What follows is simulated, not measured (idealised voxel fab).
Documented hereafter: the process module known as voxel capacitor over wiring.
Cross-sectional view cut (width: 250 nm; square cell size: 5 nm).
A cross-section in this document is a grid of square cells, and it is written down as bands, the top band listed before the ones below it; a band is made up of one or more rows of cells.
Top height, bottom height, nm. Materials left to right, width each, nm. Single material + "all across" = fills band edge to edge. "empty" = empty.
The reference from which all heights are counted is 0, the level beneath which the as-received wafer is entirely one material; the lowest band, having no lower bound, proceeds downward and is written after the example "0..down".
So if you see something like "30..40" for the width, read it as the top row of the band sitting at the first number and the bottom row at the second, with every row in between moving by the same amount as the last.
The designation "left unchanged", where it is given for a processing step, indicates that no cell of the cross-section was altered in the course of that step.
The label "Closed voids list" introduces a list of the empty spaces, 8 cells or larger, that have no open way up to the top; each entry in it reads width x height at distance, where the distance is taken from the left edge and all three are stated in nm.
The remark found on a step's line after its settings is issued by the simulator itself and pertains to that step.
"overlay nm" answers the question of how far to the right of plan the mask lay on a step that has a mask, and when it is negative the answer is to the left.
Planned process steps:
1,RECEIVE with material Si
2,CONFORMAL_DEP with material SiO2, thk nm 15
3,CONFORMAL_DEP with material SiN, thk nm 5
4,DIRECTIONAL_DEP with material SiO2, thk nm 15
5,PATTERN with tone open, mask id METAL_1, material resist, width nm 25, pitch nm 95, thk nm 15, overlay nm 0
6,DIRECTIONAL_ETCH with etch materials SiO2, depth nm 15
7,DIRECTIONAL_ETCH with etch materials SiN, depth nm 5
8,STRIP with etch materials resist
9,CONFORMAL_DEP with material TiN, thk nm 5
10,FILL_DEP with material W, thk nm 10
11,CMP with height nm 35
12,EPI with material Ru, thk nm 5
13,FILL_DEP with material SiCN, thk nm 5
14,DIRECTIONAL_DEP with material SiO2, thk nm 20
15,MASKED_ETCH with tone open, mask id PLUG_1, width nm 15, etch materials SiO2, depth nm 20, overlay nm 0
16,MASKED_ETCH with tone open, mask id PLUG_1, width nm 15, etch materials SiCN, depth nm 5, overlay nm 0
17,CONFORMAL_DEP with material TiN, thk nm 5
18,FILL_DEP with material Cu, thk nm 5
19,CMP with height nm 65
20,DIRECTIONAL_DEP with material TiN, thk nm 10
21,DIRECTIONAL_DEP with material HfO2, thk nm 5
22,DIRECTIONAL_DEP with material TiN, thk nm 10
23,DIRECTIONAL_DEP with material aC, thk nm 10
24,PATTERN with tone cover, mask id UPPER_PLATE, material resist, width nm 75, thk nm 25, overlay nm 0
25,DIRECTIONAL_ETCH with etch materials aC, depth nm 10
26,STRIP with etch materials resist
27,DIRECTIONAL_ETCH with etch materials TiN, depth nm 10
28,DIRECTIONAL_ETCH with etch materials HfO2, depth nm 5
29,STRIP with etch materials aC
30,DIRECTIONAL_DEP with material aC, thk nm 10
31,PATTERN with tone cover, mask id LOWER_PLATE, material resist, width nm 85, thk nm 30, overlay nm 0
32,DIRECTIONAL_ETCH with etch materials aC, depth nm 10
33,STRIP with etch materials resist
34,DIRECTIONAL_ETCH with etch materials TiN, depth nm 10
35,STRIP with etch materials aC
36,FILL_DEP with material SiO2, thk nm 15
37,CMP with height nm 100
38,DIRECTIONAL_DEP with material aC, thk nm 10
39,PATTERN with tone open, mask id PLUG_2, material resist, width nm 15, thk nm 30, overlay nm 0
40,DIRECTIONAL_ETCH with etch materials aC, depth nm 10
41,STRIP with etch materials resist
42,DIRECTIONAL_ETCH with etch materials SiO2, depth nm 10
43,STRIP with etch materials aC
44,CONFORMAL_DEP with material TiN, thk nm 5
45,FILL_DEP with material Ru, thk nm 5
46,CMP with height nm 100
47,CONFORMAL_DEP with material SiN, thk nm 5
Received-state cross-section, reflecting completion of step 1:
	0..down | Si all across
	Closed voids list: none
Final wafer profile in cross-section after the module, from the same start and plan as above, with one mistake made during processing:
	105..100 | SiN all across
	100..95 | 85 of SiO2  5 of TiN  5 of Ru  5 of TiN  150 of SiO2
	95..90 | 85 of SiO2  15 of TiN  150 of SiO2
	90..80 | 75 of SiO2  75 of TiN  100 of SiO2
	80..75 | 75 of SiO2  75 of HfO2  100 of SiO2
	75..65 | 70 of SiO2  85 of TiN  95 of SiO2
	65..45 | 75 of SiO2  5 of TiN  5 of Cu  5 of TiN  160 of SiO2
	45..40 | 75 of SiCN  15 of TiN  160 of SiCN
	40..35 | 60 of SiCN  40 of Ru  55 of SiCN  40 of Ru  55 of SiCN
	35..20 | 65 of SiO2  5 of TiN  20 of W  5 of TiN  65 of SiO2  5 of TiN  20 of W  5 of TiN  60 of SiO2
	20..15 | 65 of SiN  30 of TiN  65 of SiN  30 of TiN  60 of SiN
	15..0 | SiO2 all across
	0..down | Si all across
	Closed voids list: none
Against the plan, the run slipped here: in deviation from the planned setting, step 5 was conducted as PATTERN with tone open, mask id METAL_1, material resist, width nm 30, pitch nm 95, thk nm 15, overlay nm 0
